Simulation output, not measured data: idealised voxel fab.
A process module follows: voxel self aligned contacts.
Square cells of 5 nm make up the cross-section cut, whose width is 290 nm.
A cross-section is a grid of square cells, given in bands from the top down. A band is one or more rows of cells.
Heads up on the band format: heights come first, top then bottom, in nm. After that it's the materials left to right, each with its width in nm. A single material flagged "throughout" fills the whole band edge to edge, and "air" means there's empty space there.
All heights in this document are referenced to 0, defined as the level beneath which the wafer, as received, consists entirely of one material. The lowest band is not bounded below; it extends indefinitely downward and is written in the form "from 0 down".
With a width like "30->40", each row of cells in the band differs from the next by the same amount, the top row carrying the first number and the bottom row the second.
Given "everything unchanged" for a step, no cell of the cross-section differs between before and after that step.
Entry "Trapped cavities" = empty spaces >= 8 cells with no open way to the top; each as width x height at distance, distance from left edge, all nm.
Note: text after step settings on the step line = simulator remark on that step.
"overlay nm" answers the question of how far to the right of plan the mask lay on a step that has a mask, and when it is negative the answer is to the left.
Pairs, read this way: before one process step on the one hand, after it on the other, the after cross-section ending at the lowest band that changed; the step between, settings included, beneath. Same starting wafer throughout, but possibly different runs of this module, so no pair continues from the pair above unless its entry headed "before" says so.

[before]
> from 60 to 55 = 120 nm TiN, 45 nm air, 125 nm TiN
> from 55 to 45 = 115 nm SiO2, 5->20 nm TiN, 45->15 nm air, 5->20 nm TiN, 120 nm SiO2
> from 45 to 25 = 85 nm SiO2, 45 nm SiN, 5 nm TiN, 15 nm air, 5 nm TiN, 45 nm SiN, 90 nm SiO2
> from 25 to 15 = 85 nm SiO2, 10 nm SiN, 25 nm polySi, 10 nm SiN, 5 nm TiN, 15 nm air, 5 nm TiN, 10 nm SiN, 25 nm polySi, 10 nm SiN, 90 nm SiO2
> from 15 to 10 = 85 nm SiO2, 10 nm SiN, 25 nm polySi, 10 nm SiN, 25 nm TiN, 10 nm SiN, 25 nm polySi, 10 nm SiN, 90 nm SiO2
> from 10 to 0 = 95 nm SiN, 25 nm polySi, 45 nm SiN, 25 nm polySi, 100 nm SiN
> from 0 to -5 = SiO2 throughout
> from -5 down = Si throughout
> Trapped cavities: none

[Sectional View, Post-Process]
> from 70 to 60 = W throughout
> from 60 to 55 = 120 nm TiN, 45 nm W, 125 nm TiN
> from 55 to 45 = 115 nm SiO2, 5->20 nm TiN, 45->15 nm W, 5->20 nm TiN, 120 nm SiO2
> from 45 to 25 = 85 nm SiO2, 45 nm SiN, 5 nm TiN, 15 nm W, 5 nm TiN, 45 nm SiN, 90 nm SiO2
> from 25 to 15 = 85 nm SiO2, 10 nm SiN, 25 nm polySi, 10 nm SiN, 5 nm TiN, 15 nm W, 5 nm TiN, 10 nm SiN, 25 nm polySi, 10 nm SiN, 90 nm SiO2
> For the remainder of the cross-section, below 15, there is no change.
> Trapped cavities: none
Processing between the before and after sections above: FILL_DEP, material W, thk nm 10

before: Reference is made to the cross-section shown after the step in the pair directly above, which represents the state prior to this step.

[Sectional View, Post-Process]
> from 55 to 45 = 115 nm SiO2, 5->20 nm TiN, 45->15 nm W, 5->20 nm TiN, 120 nm SiO2
> For the remainder of the cross-section, below 45, there is no change.
> Trapped cavities: none
Processing between the before and after sections above: CMP, height nm 55

before: Reference is made to the cross-section shown after the step in the pair directly above, which represents the state prior to this step.

[Sectional View, Post-Process]
> from 60 to 55 = SiN throughout
> For the remainder of the cross-section, below 55, there is no change.
> Trapped cavities: none
Processing between the before and after sections above: CONFORMAL_DEP, material SiN, thk nm 5

[before]
> from 60 to 45 = 95 nm air, 25 nm aC, 45 nm air, 25 nm aC, 100 nm air
> from 45 to 25 = SiN throughout
> from 25 to 0 = polySi throughout
> from 0 to -5 = SiO2 throughout
> from -5 down = Si throughout
> Trapped cavities: none

[Sectional View, Post-Process]
> from 60 to 45 = 95 nm air, 25 nm aC, 45 nm air, 25 nm aC, 100 nm air
> from 45 to 35 = 95 nm air, 25 nm SiN, 45 nm air, 25 nm SiN, 100 nm air
> For the remainder of the cross-section, below 35, there is no change.
> Trapped cavities: none
Processing between the before and after sections above: DIRECTIONAL_ETCH, etch materials SiN, depth nm 10

before: Reference is made to the cross-section shown after the step in the pair directly above, which represents the state prior to this step.

[Sectional View, Post-Process]
> from 45 to 35 = 95 nm air, 25 nm SiN, 45 nm air, 25 nm SiN, 100 nm air
> For the remainder of the cross-section, below 35, there is no change.
> Trapped cavities: none
Processing between the before and after sections above: STRIP, etch materials aC

before: Reference is made to the cross-section shown after the step in the pair directly above, which represents the state prior to this step.

[Sectional View, Post-Process]
> from 55 to 45 = 85 nm air, 45 nm SiN, 25 nm air, 45 nm SiN, 90 nm air
> from 45 to 25 = SiN throughout
> For the remainder of the cross-section, below 25, there is no change.
> Trapped cavities: none
Processing between the before and after sections above: CONFORMAL_DEP, material SiN, thk nm 10

before: Reference is made to the cross-section shown after the step in the pair directly above, which represents the state prior to this step.

[Sectional View, Post-Process]
> from 45 to 35 = 85 nm air, 45 nm SiN, 25 nm air, 45 nm SiN, 90 nm air
> For the remainder of the cross-section, below 35, there is no change.
> Trapped cavities: none
Processing between the before and after sections above: DIRECTIONAL_ETCH, etch materials SiN, depth nm 10

before: Reference is made to the cross-section shown after the step in the pair directly above, which represents the state prior to this step.

[Sectional View, Post-Process]
> from 65 to 45 = SiO2 throughout
> from 45 to 35 = 85 nm SiO2, 45 nm SiN, 25 nm SiO2, 45 nm SiN, 90 nm SiO2
> For the remainder of the cross-section, below 35, there is no change.
> Trapped cavities: none
Processing between the before and after sections above: FILL_DEP, material SiO2, thk nm 20

before: Reference is made to the cross-section shown after the step in the pair directly above, which represents the state prior to this step.

[Sectional View, Post-Process]
> from 55 to 45 = SiO2 throughout
> For the remainder of the cross-section, below 45, there is no change.
> Trapped cavities: none
Processing between the before and after sections above: CMP, height nm 55

before: Reference is made to the cross-section shown after the step in the pair directly above, which represents the state prior to this step.

[Sectional View, Post-Process]
> from 55 to 45 = 115 nm SiO2, 55 nm air, 120 nm SiO2
> from 45 to 35 = 85 nm SiO2, 45 nm SiN, 25 nm air, 45 nm SiN, 90 nm SiO2
> For the remainder of the cross-section, below 35, there is no change.
> Trapped cavities: none
Processing between the before and after sections above: MASKED_ETCH, tone open, mask id CONTACT, width nm 55, etch materials SiO2, depth nm 60, overlay nm 0

before: Reference is made to the cross-section shown after the step in the pair directly above, which represents the state prior to this step.

[Sectional View, Post-Process]
> from 60 to 55 = 120 nm TiN, 45 nm air, 125 nm TiN
> from 55 to 45 = 115 nm SiO2, 5->20 nm TiN, 45->15 nm air, 5->20 nm TiN, 120 nm SiO2
> from 45 to 40 = 85 nm SiO2, 45 nm SiN, 5 nm TiN, 15 nm air, 5 nm TiN, 45 nm SiN, 90 nm SiO2
> from 40 to 35 = 85 nm SiO2, 45 nm SiN, 25 nm TiN, 45 nm SiN, 90 nm SiO2
> For the remainder of the cross-section, below 35, there is no change.
> Trapped cavities: none
Processing between the before and after sections above: CONFORMAL_DEP, material TiN, thk nm 5

before: Reference is made to the cross-section shown after the step in the pair directly above, which represents the state prior to this step.

[Sectional View, Post-Process]
> from 70 to 60 = W throughout
> from 60 to 55 = 120 nm TiN, 45 nm W, 125 nm TiN
> from 55 to 45 = 115 nm SiO2, 5->20 nm TiN, 45->15 nm W, 5->20 nm TiN, 120 nm SiO2
> from 45 to 40 = 85 nm SiO2, 45 nm SiN, 5 nm TiN, 15 nm W, 5 nm TiN, 45 nm SiN, 90 nm SiO2
> For the remainder of the cross-section, below 40, there is no change.
> Trapped cavities: none
Processing between the before and after sections above: FILL_DEP, material W, thk nm 10

before: Reference is made to the cross-section shown after the step in the pair directly above, which represents the state prior to this step.

[Sectional View, Post-Process]
> from 55 to 45 = 115 nm SiO2, 5->20 nm TiN, 45->15 nm W, 5->20 nm TiN, 120 nm SiO2
> For the remainder of the cross-section, below 45, there is no change.
> Trapped cavities: none
Processing between the before and after sections above: CMP, height nm 55

before: Reference is made to the cross-section shown after the step in the pair directly above, which represents the state prior to this step.

[Sectional View, Post-Process]
> from 60 to 55 = SiN throughout
> For the remainder of the cross-section, below 55, there is no change.
> Trapped cavities: none
Processing between the before and after sections above: CONFORMAL_DEP, material SiN, thk nm 5

[before]
> from 55 to 45 = SiO2 throughout
> from 45 to 25 = 85 nm SiO2, 45 nm SiN, 25 nm SiO2, 45 nm SiN, 90 nm SiO2
> from 25 to 0 = 85 nm SiO2, 10 nm SiN, 25 nm polySi, 10 nm SiN, 25 nm SiO2, 10 nm SiN, 25 nm polySi, 10 nm SiN, 90 nm SiO2
> from 0 to -5 = SiO2 throughout
> from -5 down = Si throughout
> Trapped cavities: none

[Sectional View, Post-Process]
> from 55 to 45 = 120 nm SiO2, 45 nm air, 125 nm SiO2
> from 45 to 25 = 85 nm SiO2, 45 nm SiN, 25 nm air, 45 nm SiN, 90 nm SiO2
> from 25 to 0 = 85 nm SiO2, 10 nm SiN, 25 nm polySi, 10 nm SiN, 25 nm air, 10 nm SiN, 25 nm polySi, 10 nm SiN, 90 nm SiO2
> from 0 to -5 = 130 nm SiO2, 25 nm air, 135 nm SiO2
> For the remainder of the cross-section, below -5, there is no change.
> Trapped cavities: none
Processing between the before and after sections above: MASKED_ETCH, tone open, mask id CONTACT, width nm 45, etch materials SiO2, depth nm 60, overlay nm 0

before: Reference is made to the cross-section shown after the step in the pair directly above, which represents the state prior to this step.

[Sectional View, Post-Process]
> from 60 to 55 = 125 nm TiN, 35 nm air, 130 nm TiN
> from 55 to 45 = 120 nm SiO2, 5->15 nm TiN, 35->15 nm air, 5->15 nm TiN, 125 nm SiO2
> from 45 to 25 = 85 nm SiO2, 45 nm SiN, 5 nm TiN, 15 nm air, 5 nm TiN, 45 nm SiN, 90 nm SiO2
> from 25 to 0 = 85 nm SiO2, 10 nm SiN, 25 nm polySi, 10 nm SiN, 5 nm TiN, 15 nm air, 5 nm TiN, 10 nm SiN, 25 nm polySi, 10 nm SiN, 90 nm SiO2
> from 0 to -5 = 130 nm SiO2, 25 nm TiN, 135 nm SiO2
> For the remainder of the cross-section, below -5, there is no change.
> Trapped cavities: none
Processing between the before and after sections above: CONFORMAL_DEP, material TiN, thk nm 5

before: Reference is made to the cross-section shown after the step in the pair directly above, which represents the state prior to this step.

[Sectional View, Post-Process]
> from 70 to 60 = W throughout
> from 60 to 55 = 125 nm TiN, 35 nm W, 130 nm TiN
> from 55 to 45 = 120 nm SiO2, 5->15 nm TiN, 35->15 nm W, 5->15 nm TiN, 125 nm SiO2
> from 45 to 25 = 85 nm SiO2, 45 nm SiN, 5 nm TiN, 15 nm W, 5 nm TiN, 45 nm SiN, 90 nm SiO2
> from 25 to 0 = 85 nm SiO2, 10 nm SiN, 25 nm polySi, 10 nm SiN, 5 nm TiN, 15 nm W, 5 nm TiN, 10 nm SiN, 25 nm polySi, 10 nm SiN, 90 nm SiO2
> For the remainder of the cross-section, below 0, there is no change.
> Trapped cavities: none
Processing between the before and after sections above: FILL_DEP, material W, thk nm 10

before: Reference is made to the cross-section shown after the step in the pair directly above, which represents the state prior to this step.

[Sectional View, Post-Process]
> from 55 to 45 = 120 nm SiO2, 5->15 nm TiN, 35->15 nm W, 5->15 nm TiN, 125 nm SiO2
> For the remainder of the cross-section, below 45, there is no change.
> Trapped cavities: none
Processing between the before and after sections above: CMP, height nm 55

before: Reference is made to the cross-section shown after the step in the pair directly above, which represents the state prior to this step.

[Sectional View, Post-Process]
> from 60 to 55 = SiN throughout
> For the remainder of the cross-section, below 55, there is no change.
> Trapped cavities: none
Processing between the before and after sections above: CONFORMAL_DEP, material SiN, thk nm 5

[before]
> from 55 to 45 = SiO2 throughout
> from 45 to 25 = 85 nm SiO2, 45 nm SiN, 25 nm SiO2, 45 nm SiN, 90 nm SiO2
> from 25 to 0 = 85 nm SiO2, 10 nm SiN, 25 nm polySi, 10 nm SiN, 25 nm SiO2, 10 nm SiN, 25 nm polySi, 10 nm SiN, 90 nm SiO2
> from 0 to -5 = SiO2 throughout
> from -5 down = Si throughout
> Trapped cavities: none

[Sectional View, Post-Process]
> from 55 to 45 = 110 nm SiO2, 55 nm air, 125 nm SiO2
> from 45 to 25 = 85 nm SiO2, 45 nm SiN, 25 nm air, 45 nm SiN, 90 nm SiO2
> from 25 to 0 = 85 nm SiO2, 10 nm SiN, 25 nm polySi, 10 nm SiN, 25 nm air, 10 nm SiN, 25 nm polySi, 10 nm SiN, 90 nm SiO2
> from 0 to -5 = 130 nm SiO2, 25 nm air, 135 nm SiO2
> For the remainder of the cross-section, below -5, there is no change.
> Trapped cavities: none
Processing between the before and after sections above: MASKED_ETCH, tone open, mask id CONTACT, width nm 55, etch materials SiO2, depth nm 60, overlay nm -5

before: Reference is made to the cross-section shown after the step in the pair directly above, which represents the state prior to this step.

[Sectional View, Post-Process]
> from 60 to 55 = 115 nm TiN, 45 nm air, 130 nm TiN
> from 55 to 45 = 110 nm SiO2, 5->25 nm TiN, 45->15 nm air, 5->15 nm TiN, 125 nm SiO2
> from 45 to 25 = 85 nm SiO2, 45 nm SiN, 5 nm TiN, 15 nm air, 5 nm TiN, 45 nm SiN, 90 nm SiO2
> from 25 to 0 = 85 nm SiO2, 10 nm SiN, 25 nm polySi, 10 nm SiN, 5 nm TiN, 15 nm air, 5 nm TiN, 10 nm SiN, 25 nm polySi, 10 nm SiN, 90 nm SiO2
> from 0 to -5 = 130 nm SiO2, 25 nm TiN, 135 nm SiO2
> For the remainder of the cross-section, below -5, there is no change.
> Trapped cavities: none
Processing between the before and after sections above: CONFORMAL_DEP, material TiN, thk nm 5

before: Reference is made to the cross-section shown after the step in the pair directly above, which represents the state prior to this step.

[Sectional View, Post-Process]
> from 70 to 60 = W throughout
> from 60 to 55 = 115 nm TiN, 45 nm W, 130 nm TiN
> from 55 to 45 = 110 nm SiO2, 5->25 nm TiN, 45->15 nm W, 5->15 nm TiN, 125 nm SiO2
> from 45 to 25 = 85 nm SiO2, 45 nm SiN, 5 nm TiN, 15 nm W, 5 nm TiN, 45 nm SiN, 90 nm SiO2
> from 25 to 0 = 85 nm SiO2, 10 nm SiN, 25 nm polySi, 10 nm SiN, 5 nm TiN, 15 nm W, 5 nm TiN, 10 nm SiN, 25 nm polySi, 10 nm SiN, 90 nm SiO2
> For the remainder of the cross-section, below 0, there is no change.
> Trapped cavities: none
Processing between the before and after sections above: FILL_DEP, material W, thk nm 10

before: Reference is made to the cross-section shown after the step in the pair directly above, which represents the state prior to this step.

[Sectional View, Post-Process]
> from 55 to 45 = 110 nm SiO2, 5->25 nm TiN, 45->15 nm W, 5->15 nm TiN, 125 nm SiO2
> For the remainder of the cross-section, below 45, there is no change.
> Trapped cavities: none
Processing between the before and after sections above: CMP, height nm 55

before: Reference is made to the cross-section shown after the step in the pair directly above, which represents the state prior to this step.

[Sectional View, Post-Process]
> from 60 to 55 = SiN throughout
> For the remainder of the cross-section, below 55, there is no change.
> Trapped cavities: none
Processing between the before and after sections above: CONFORMAL_DEP, material SiN, thk nm 5

[before]
> from 60 to 55 = 120 nm TiN, 45 nm air, 125 nm TiN
> from 55 to 45 = 115 nm SiO2, 5->20 nm TiN, 45->15 nm air, 5->20 nm TiN, 120 nm SiO2
> from 45 to 25 = 85 nm SiO2, 45 nm SiN, 5 nm TiN, 15 nm air, 5 nm TiN, 45 nm SiN, 90 nm SiO2
> from 25 to 0 = 85 nm SiO2, 10 nm SiN, 25 nm polySi, 10 nm SiN, 5 nm TiN, 15 nm air, 5 nm TiN, 10 nm SiN, 25 nm polySi, 10 nm SiN, 90 nm SiO2
> from 0 to -5 = 130 nm SiO2, 25 nm TiN, 135 nm SiO2
> from -5 down = Si throughout
> Trapped cavities: none

[Sectional View, Post-Process]
> from 70 to 60 = SiN throughout
> from 60 to 55 = 120 nm TiN, 45 nm SiN, 125 nm TiN
> from 55 to 45 = 115 nm SiO2, 5->20 nm TiN, 45->15 nm SiN, 5->20 nm TiN, 120 nm SiO2
> from 45 to 25 = 85 nm SiO2, 45 nm SiN, 5 nm TiN, 15 nm SiN, 5 nm TiN, 45 nm SiN, 90 nm SiO2
> from 25 to 0 = 85 nm SiO2, 10 nm SiN, 25 nm polySi, 10 nm SiN, 5 nm TiN, 15 nm SiN, 5 nm TiN, 10 nm SiN, 25 nm polySi, 10 nm SiN, 90 nm SiO2
> For the remainder of the cross-section, below 0, there is no change.
> Trapped cavities: none
Processing between the before and after sections above: FILL_DEP, material SiN, thk nm 10

before: Reference is made to the cross-section shown after the step in the pair directly above, which represents the state prior to this step.

[Sectional View, Post-Process]
> from 55 to 45 = 115 nm SiO2, 5->20 nm TiN, 45->15 nm SiN, 5->20 nm TiN, 120 nm SiO2
> For the remainder of the cross-section, below 45, there is no change.
> Trapped cavities: none
Processing between the before and after sections above: CMP, height nm 55

before: Reference is made to the cross-section shown after the step in the pair directly above, which represents the state prior to this step.

[Sectional View, Post-Process]
> from 60 to 55 = SiN throughout
> For the remainder of the cross-section, below 55, there is no change.
> Trapped cavities: none
Processing between the before and after sections above: CONFORMAL_DEP, material SiN, thk nm 5

[before]
> from 60 to 45 = aC throughout
> from 45 to 25 = SiN throughout
> from 25 to 0 = polySi throughout
> from 0 to -5 = SiO2 throughout
> from -5 down = Si throughout
> Trapped cavities: none

[Sectional View, Post-Process]
> from 90 to 60 = 95 nm resist, 25 nm air, 45 nm resist, 25 nm air, 100 nm resist
> For the remainder of the cross-section, below 60, there is no change.
> Trapped cavities: none
Processing between the before and after sections above: PATTERN, tone open, mask id GATE, material resist, width nm 25, pitch nm 70, thk nm 30, overlay nm 0

before: Reference is made to the cross-section shown after the step in the pair directly above, which represents the state prior to this step.

[Sectional View, Post-Process]
> from 75 to 60 = 95 nm resist, 25 nm air, 45 nm resist, 25 nm air, 100 nm resist
> from 60 to 45 = 95 nm aC, 25 nm air, 45 nm aC, 25 nm air, 100 nm aC
> For the remainder of the cross-section, below 45, there is no change.
> Trapped cavities: none
Processing between the before and after sections above: DIRECTIONAL_ETCH, etch materials aC, depth nm 15

before: Reference is made to the cross-section shown after the step in the pair directly above, which represents the state prior to this step.

[Sectional View, Post-Process]
> from 60 to 45 = 95 nm aC, 25 nm air, 45 nm aC, 25 nm air, 100 nm aC
> For the remainder of the cross-section, below 45, there is no change.
> Trapped cavities: none
Processing between the before and after sections above: STRIP, etch materials resist

before: Reference is made to the cross-section shown after the step in the pair directly above, which represents the state prior to this step.

[Sectional View, Post-Process]
> from 60 to 45 = 95 nm aC, 25 nm air, 45 nm aC, 25 nm air, 100 nm aC
> from 45 to 25 = 95 nm SiN, 25 nm air, 45 nm SiN, 25 nm air, 100 nm SiN
> For the remainder of the cross-section, below 25, there is no change.
> Trapped cavities: none
Processing between the before and after sections above: DIRECTIONAL_ETCH, etch materials SiN, depth nm 20

before: Reference is made to the cross-section shown after the step in the pair directly above, which represents the state prior to this step.

[Sectional View, Post-Process]
> from 60 to 45 = 95 nm aC, 25 nm air, 45 nm aC, 25 nm air, 100 nm aC
> from 45 to 25 = 95 nm SiN, 25 nm air, 45 nm SiN, 25 nm air, 100 nm SiN
> from 25 to 0 = 95 nm polySi, 25 nm air, 45 nm polySi, 25 nm air, 100 nm polySi
> For the remainder of the cross-section, below 0, there is no change.
> Trapped cavities: none
Processing between the before and after sections above: DIRECTIONAL_ETCH, etch materials polySi, depth nm 25

before: Reference is made to the cross-section shown after the step in the pair directly above, which represents the state prior to this step.

[Sectional View, Post-Process]
> from 45 to 25 = 95 nm SiN, 25 nm air, 45 nm SiN, 25 nm air, 100 nm SiN
> For the remainder of the cross-section, below 25, there is no change.
> Trapped cavities: none
Processing between the before and after sections above: STRIP, etch materials aC

before: Reference is made to the cross-section shown after the step in the pair directly above, which represents the state prior to this step.

[Sectional View, Post-Process]
> from 55 to 25 = 105 nm SiN, 5 nm air, 65 nm SiN, 5 nm air, 110 nm SiN
> from 25 to 10 = 95 nm polySi, 10 nm SiN, 5 nm air, 10 nm SiN, 45 nm polySi, 10 nm SiN, 5 nm air, 10 nm SiN, 100 nm polySi
> from 10 to 0 = 95 nm polySi, 25 nm SiN, 45 nm polySi, 25 nm SiN, 100 nm polySi
> For the remainder of the cross-section, below 0, there is no change.
> Trapped cavities: none
Processing between the before and after sections above: CONFORMAL_DEP, material SiN, thk nm 10

before: Reference is made to the cross-section shown after the step in the pair directly above, which represents the state prior to this step.

[Sectional View, Post-Process]
> from 45 to 25 = 105 nm SiN, 5 nm air, 65 nm SiN, 5 nm air, 110 nm SiN
> from 25 to 0 = 95 nm polySi, 10 nm SiN, 5 nm air, 10 nm SiN, 45 nm polySi, 10 nm SiN, 5 nm air, 10 nm SiN, 100 nm polySi
> For the remainder of the cross-section, below 0, there is no change.
> Trapped cavities: none
Processing between the before and after sections above: DIRECTIONAL_ETCH, etch materials SiN, depth nm 10

before: Reference is made to the cross-section shown after the step in the pair directly above, which represents the state prior to this step.

[Sectional View, Post-Process]
> from 65 to 45 = SiO2 throughout
> from 45 to 25 = 105 nm SiN, 5 nm SiO2, 65 nm SiN, 5 nm SiO2, 110 nm SiN
> from 25 to 0 = 95 nm polySi, 10 nm SiN, 5 nm SiO2, 10 nm SiN, 45 nm polySi, 10 nm SiN, 5 nm SiO2, 10 nm SiN, 100 nm polySi
> For the remainder of the cross-section, below 0, there is no change.
> Trapped cavities: none
Processing between the before and after sections above: FILL_DEP, material SiO2, thk nm 20

before: Reference is made to the cross-section shown after the step in the pair directly above, which represents the state prior to this step.

[Sectional View, Post-Process]
> from 55 to 45 = SiO2 throughout
> For the remainder of the cross-section, below 45, there is no change.
> Trapped cavities: none
Processing between the before and after sections above: CMP, height nm 55

before: Reference is made to the cross-section shown after the step in the pair directly above, which represents the state prior to this step.

[Sectional View, Post-Process]
> from 55 to 45 = 115 nm SiO2, 55 nm air, 120 nm SiO2
> For the remainder of the cross-section, below 45, there is no change.
> Trapped cavities: none
Processing between the before and after sections above: MASKED_ETCH, tone open, mask id CONTACT, width nm 55, etch materials SiO2, depth nm 60, overlay nm 0

before: Reference is made to the cross-section shown after the step in the pair directly above, which represents the state prior to this step.

[Sectional View, Post-Process]
> from 60 to 55 = 120 nm TiN, 45 nm air, 125 nm TiN
> from 55 to 50 = 115 nm SiO2, 5 nm TiN, 45 nm air, 5 nm TiN, 120 nm SiO2
> from 50 to 45 = 115 nm SiO2, 55 nm TiN, 120 nm SiO2
> For the remainder of the cross-section, below 45, there is no change.
> Trapped cavities: none
Processing between the before and after sections above: CONFORMAL_DEP, material TiN, thk nm 5

before: Reference is made to the cross-section shown after the step in the pair directly above, which represents the state prior to this step.

[Sectional View, Post-Process]
> from 70 to 60 = W throughout
> from 60 to 55 = 120 nm TiN, 45 nm W, 125 nm TiN
> from 55 to 50 = 115 nm SiO2, 5 nm TiN, 45 nm W, 5 nm TiN, 120 nm SiO2
> For the remainder of the cross-section, below 50, there is no change.
> Trapped cavities: none
Processing between the before and after sections above: FILL_DEP, material W, thk nm 10

before: Reference is made to the cross-section shown after the step in the pair directly above, which represents the state prior to this step.

[Sectional View, Post-Process]
> from 55 to 50 = 115 nm SiO2, 5 nm TiN, 45 nm W, 5 nm TiN, 120 nm SiO2
> For the remainder of the cross-section, below 50, there is no change.
> Trapped cavities: none
Processing between the before and after sections above: CMP, height nm 55

before: Reference is made to the cross-section shown after the step in the pair directly above, which represents the state prior to this step.

[Sectional View, Post-Process]
> from 60 to 55 = SiN throughout
> For the remainder of the cross-section, below 55, there is no change.
> Trapped cavities: none
Processing between the before and after sections above: CONFORMAL_DEP, material SiN, thk nm 5
